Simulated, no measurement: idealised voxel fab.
process module | voxel gate over fins
cross-section cut | 275 nm wide | cells 5 nm
A cross-section is a grid of square cells, given in bands from the top down. A band is one or more rows of cells.
Each band's line starts with the height of the band's top and of its bottom, in nm. Then come its materials from left to right, each with its width in nm. One material with "throughout" fills the band from edge to edge. "air" is empty space.
Height 0 is the level under which the wafer as received is all one material. The lowest band goes on downwards, as in "0 down".
A width such as "30 to 40" changes by the same amount from each row of cells to the next, from the band's top row to its bottom row.
"no change" after a step means that no cell of the cross-section changed.
closed voids: empty space of 8 cells or more with no open way to the top, each as width x height at its distance from the left edge, in nm
after a step's settings: what the simulator itself notes on the step
overlay nm, on a step with a mask: how far to the right of its planned place the mask lay; to the left if negative
plan
1 op RECEIVE | material Si
2 op CONFORMAL_DEP | material SiN | thk nm 10
3 op DIRECTIONAL_DEP | material aC | thk nm 10
4 op PATTERN | tone cover | mask id FINS | material resist | width nm 15 | pitch nm 55 | thk nm 25 | overlay nm 0
5 op DIRECTIONAL_ETCH | etch materials aC | depth nm 10
6 op STRIP | etch materials resist
7 op DIRECTIONAL_ETCH | etch materials SiN | depth nm 10
8 op DIRECTIONAL_ETCH | etch materials Si | depth nm 40
9 op STRIP | etch materials aC
10 op OXIDIZE | depth nm 5
11 op FILL_DEP | material SiO2 | thk nm 5
12 op CMP | height nm 10
13 op PATTERN | tone open | mask id RAIL | material resist | width nm 15 | thk nm 15 | overlay nm 0
14 op DIRECTIONAL_ETCH | etch materials SiO2 | depth nm 45
15 op STRIP | etch materials resist
16 op CONFORMAL_DEP | material TiN | thk nm 5
17 op FILL_DEP | material W | thk nm 10
18 op CMP | height nm 10
19 op SELECTIVE_ETCH | etch materials W Ru TiN | depth nm 30
20 op FILL_DEP | material SiO2 | thk nm 5
21 op CMP | height nm 10
22 op SELECTIVE_ETCH | etch materials SiO2 | depth nm 25
23 op STRIP | etch materials SiN
24 op CONFORMAL_DEP | material HfO2 | thk nm 5
25 op CONFORMAL_DEP | material TiN | thk nm 5
26 op CONFORMAL_DEP | material TiAl | thk nm 5
27 op CONFORMAL_DEP | material TiN | thk nm 5
28 op FILL_DEP | material W | thk nm 10
29 op CMP | height nm 25
30 op CONFORMAL_DEP | material SiN | thk nm 5
varied across the wafers: thk nm of step 30. The plan shows the first wafer's value. All wafers start alike
first wafer as received, after step 1
  0 down: Si throughout
  closed voids: none
first wafer at the end, after step 30
  30 to 25: SiN throughout
  25 to 20: W throughout
  20 to 15: W 60 | TiN 45 | W 10 | TiN 45 | W 10 | TiN 45 | W 60
  15 to 10: W 60 | TiN 5 | TiAl 35 | TiN 5 | W 10 | TiN 5 | TiAl 35 | TiN 5 | W 10 | TiN 5 | TiAl 35 | TiN 5 | W 60
  10 to 5: W 60 | TiN 5 | TiAl 5 | TiN 25 | TiAl 5 | TiN 5 | W 10 | TiN 5 | TiAl 5 | TiN 25 | TiAl 5 | TiN 5 | W 10 | TiN 5 | TiAl 5 | TiN 25 | TiAl 5 | TiN 5 | W 60
  5 to 0: TiN 65 | TiAl 5 | TiN 5 | HfO2 15 | TiN 5 | TiAl 5 | TiN 20 | TiAl 5 | TiN 5 | HfO2 15 | TiN 5 | TiAl 5 | TiN 20 | TiAl 5 | TiN 5 | HfO2 15 | TiN 5 | TiAl 5 | TiN 65
  0 to -5: TiAl 70 | TiN 5 | HfO2 5 | Si 5 | HfO2 5 | TiN 5 | TiAl 30 | TiN 5 | HfO2 5 | Si 5 | HfO2 5 | TiN 5 | TiAl 30 | TiN 5 | HfO2 5 | Si 5 | HfO2 5 | TiN 5 | TiAl 70
  -5 to -10: TiN 75 | HfO2 5 | Si 5 | HfO2 5 | TiN 40 | HfO2 5 | Si 5 | HfO2 5 | TiN 40 | HfO2 5 | Si 5 | HfO2 5 | TiN 75
  -10 to -15: HfO2 80 | Si 5 | HfO2 50 | Si 5 | HfO2 50 | Si 5 | HfO2 80
  -15 to -20: SiO2 80 | Si 5 | SiO2 50 | Si 5 | SiO2 50 | Si 5 | SiO2 80
  -20 to -30: SiO2 80 | Si 5 | SiO2 15 | TiN 5 | W 5 | TiN 5 | SiO2 20 | Si 5 | SiO2 50 | Si 5 | SiO2 80
  -30 to -35: SiO2 80 | Si 5 | SiO2 15 | TiN 15 | SiO2 20 | Si 5 | SiO2 50 | Si 5 | SiO2 80
  -35 to -45: SiO2 80 | Si 5 | SiO2 50 | Si 5 | SiO2 50 | Si 5 | SiO2 80
  -45 down: Si throughout
  closed voids: none
last wafer at the end
  45 to 25: SiN throughout
  25 to 20: W throughout
  20 to 15: W 60 | TiN 45 | W 10 | TiN 45 | W 10 | TiN 45 | W 60
  15 to 10: W 60 | TiN 5 | TiAl 35 | TiN 5 | W 10 | TiN 5 | TiAl 35 | TiN 5 | W 10 | TiN 5 | TiAl 35 | TiN 5 | W 60
  10 to 5: W 60 | TiN 5 | TiAl 5 | TiN 25 | TiAl 5 | TiN 5 | W 10 | TiN 5 | TiAl 5 | TiN 25 | TiAl 5 | TiN 5 | W 10 | TiN 5 | TiAl 5 | TiN 25 | TiAl 5 | TiN 5 | W 60
  5 to 0: TiN 65 | TiAl 5 | TiN 5 | HfO2 15 | TiN 5 | TiAl 5 | TiN 20 | TiAl 5 | TiN 5 | HfO2 15 | TiN 5 | TiAl 5 | TiN 20 | TiAl 5 | TiN 5 | HfO2 15 | TiN 5 | TiAl 5 | TiN 65
  0 to -5: TiAl 70 | TiN 5 | HfO2 5 | Si 5 | HfO2 5 | TiN 5 | TiAl 30 | TiN 5 | HfO2 5 | Si 5 | HfO2 5 | TiN 5 | TiAl 30 | TiN 5 | HfO2 5 | Si 5 | HfO2 5 | TiN 5 | TiAl 70
  -5 to -10: TiN 75 | HfO2 5 | Si 5 | HfO2 5 | TiN 40 | HfO2 5 | Si 5 | HfO2 5 | TiN 40 | HfO2 5 | Si 5 | HfO2 5 | TiN 75
  -10 to -15: HfO2 80 | Si 5 | HfO2 50 | Si 5 | HfO2 50 | Si 5 | HfO2 80
  -15 to -20: SiO2 80 | Si 5 | SiO2 50 | Si 5 | SiO2 50 | Si 5 | SiO2 80
  -20 to -30: SiO2 80 | Si 5 | SiO2 15 | TiN 5 | W 5 | TiN 5 | SiO2 20 | Si 5 | SiO2 50 | Si 5 | SiO2 80
  -30 to -35: SiO2 80 | Si 5 | SiO2 15 | TiN 15 | SiO2 20 | Si 5 | SiO2 50 | Si 5 | SiO2 80
  -35 to -45: SiO2 80 | Si 5 | SiO2 50 | Si 5 | SiO2 50 | Si 5 | SiO2 80
  -45 down: Si throughout
  closed voids: none
each wafer at the end: cells of each material gained (+) or lost (-) since it was received, then its closed voids
thk nm 5 | +73 HfO2 | -468 Si | +55 SiN | +303 SiO2 | +73 TiAl | +153 TiN | +141 W | closed voids: none
thk nm 10 | +73 HfO2 | -468 Si | +110 SiN | +303 SiO2 | +73 TiAl | +153 TiN | +141 W | closed voids: none
thk nm 15 | +73 HfO2 | -468 Si | +165 SiN | +303 SiO2 | +73 TiAl | +153 TiN | +141 W | closed voids: none
thk nm 20 | +73 HfO2 | -468 Si | +220 SiN | +303 SiO2 | +73 TiAl | +153 TiN | +141 W | closed voids: none
